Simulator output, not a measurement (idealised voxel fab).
process module | voxel capacitor over wiring
cross-section cut | 270 nm wide | cells 5 nm
A cross-section is a grid of square cells, given in bands from the top down. A band is one or more rows of cells.
Each band's line starts with the height of the band's top and of its bottom, in nm. Then come its materials from left to right, each with its width in nm. One material with "throughout" fills the band from edge to edge. "air" is empty space.
Height 0 is the level under which the wafer as received is all one material. The lowest band goes on downwards, as in "0 down".
A width such as "30 to 40" changes by the same amount from each row of cells to the next, from the band's top row to its bottom row.
"no change" after a step means that no cell of the cross-section changed.
closed voids: empty space of 8 cells or more with no open way to the top, each as width x height at its distance from the left edge, in nm
after a step's settings: what the simulator itself notes on the step
overlay nm, on a step with a mask: how far to the right of its planned place the mask lay; to the left if negative
plan
1 op RECEIVE | material Si
2 op CONFORMAL_DEP | material SiO2 | thk nm 15
3 op CONFORMAL_DEP | material SiN | thk nm 5
4 op DIRECTIONAL_DEP | material SiO2 | thk nm 20
5 op PATTERN | tone open | mask id METAL_1 | material resist | width nm 30 | pitch nm 90 | thk nm 20 | overlay nm 0
6 op DIRECTIONAL_ETCH | etch materials SiO2 | depth nm 20
7 op DIRECTIONAL_ETCH | etch materials SiN | depth nm 5
8 op STRIP | etch materials resist
9 op CONFORMAL_DEP | material TiN | thk nm 5
10 op FILL_DEP | material Ru | thk nm 10
11 op CMP | height nm 40
12 op EPI | material Ru | thk nm 5
13 op FILL_DEP | material SiCN | thk nm 5
14 op DIRECTIONAL_DEP | material lowk | thk nm 15
15 op DIRECTIONAL_DEP | material aC | thk nm 10
16 op PATTERN | tone open | mask id PLUG_1 | material resist | width nm 15 | thk nm 25 | overlay nm 0
17 op DIRECTIONAL_ETCH | etch materials aC | depth nm 10
18 op STRIP | etch materials resist
19 op DIRECTIONAL_ETCH | etch materials lowk | depth nm 15
20 op DIRECTIONAL_ETCH | etch materials SiCN | depth nm 5
21 op STRIP | etch materials aC
22 op CONFORMAL_DEP | material TiN | thk nm 5
23 op FILL_DEP | material Cu | thk nm 5
24 op CMP | height nm 65
25 op DIRECTIONAL_DEP | material TiN | thk nm 5
26 op DIRECTIONAL_DEP | material Al2O3 | thk nm 5
27 op DIRECTIONAL_DEP | material TiN | thk nm 10
28 op DIRECTIONAL_DEP | material aC | thk nm 15
29 op PATTERN | tone cover | mask id UPPER_PLATE | material resist | width nm 65 | thk nm 35 | overlay nm 0
30 op DIRECTIONAL_ETCH | etch materials aC | depth nm 15
31 op STRIP | etch materials resist
32 op DIRECTIONAL_ETCH | etch materials TiN | depth nm 10
33 op DIRECTIONAL_ETCH | etch materials Al2O3 | depth nm 5
34 op STRIP | etch materials aC
35 op PATTERN | tone cover | mask id LOWER_PLATE | material resist | width nm 75 | thk nm 20 | overlay nm 0
36 op DIRECTIONAL_ETCH | etch materials TiN | depth nm 5
37 op STRIP | etch materials resist
38 op FILL_DEP | material SiO2 | thk nm 15
39 op CMP | height nm 95
40 op MASKED_ETCH | tone open | mask id PLUG_2 | width nm 15 | etch materials SiO2 | depth nm 10 | overlay nm 0
41 op CONFORMAL_DEP | material TiN | thk nm 5
42 op FILL_DEP | material Cu | thk nm 10
43 op CMP | height nm 95
44 op CONFORMAL_DEP | material SiCN | thk nm 5
as received, after step 1
  0 down: Si throughout
  closed voids: none
first wafer at the end, as planned
  100 to 95: SiCN throughout
  95 to 90: SiO2 100 | TiN 5 | Cu 5 | TiN 5 | SiO2 155
  90 to 85: SiO2 100 | TiN 15 | SiO2 155
  85 to 75: SiO2 90 | TiN 65 | SiO2 115
  75 to 70: SiO2 90 | Al2O3 65 | SiO2 115
  70 to 65: SiO2 85 | TiN 75 | SiO2 110
  65 to 50: lowk 90 | TiN 5 | Cu 5 | TiN 5 | lowk 165
  50 to 45: SiCN 90 | TiN 15 | SiCN 165
  45 to 40: SiCN 70 | Ru 40 | SiCN 50 | Ru 40 | SiCN 70
  40 to 20: SiO2 75 | TiN 5 | Ru 20 | TiN 5 | SiO2 60 | TiN 5 | Ru 20 | TiN 5 | SiO2 75
  20 to 15: SiN 75 | TiN 30 | SiN 60 | TiN 30 | SiN 75
  15 to 0: SiO2 throughout
  0 down: Si throughout
  closed voids: none
second wafer at the end: like start, like plan, one mistake
  100 to 95: SiCN throughout
  95 to 90: SiO2 100 | TiN 5 | Cu 5 | TiN 5 | SiO2 155
  90 to 85: SiO2 100 | TiN 15 | SiO2 155
  85 to 75: SiO2 90 | TiN 70 | SiO2 110
  75 to 70: SiO2 90 | Al2O3 70 | SiO2 110
  70 to 65: SiO2 85 | TiN 75 | SiO2 110
  65 to 50: lowk 90 | TiN 5 | Cu 5 | TiN 5 | lowk 165
  50 to 45: SiCN 90 | TiN 15 | SiCN 165
  45 to 40: SiCN 70 | Ru 40 | SiCN 50 | Ru 40 | SiCN 70
  40 to 20: SiO2 75 | TiN 5 | Ru 20 | TiN 5 | SiO2 60 | TiN 5 | Ru 20 | TiN 5 | SiO2 75
  20 to 15: SiN 75 | TiN 30 | SiN 60 | TiN 30 | SiN 75
  15 to 0: SiO2 throughout
  0 down: Si throughout
  closed voids: none
what went wrong: step 29 ran as: op PATTERN | tone cover | mask id UPPER_PLATE | material resist | width nm 70 | thk nm 35 | overlay nm 0
at the end the second wafer has, in cells: 1 more of Al2O3 | 3 fewer of SiO2 | 2 more of TiN
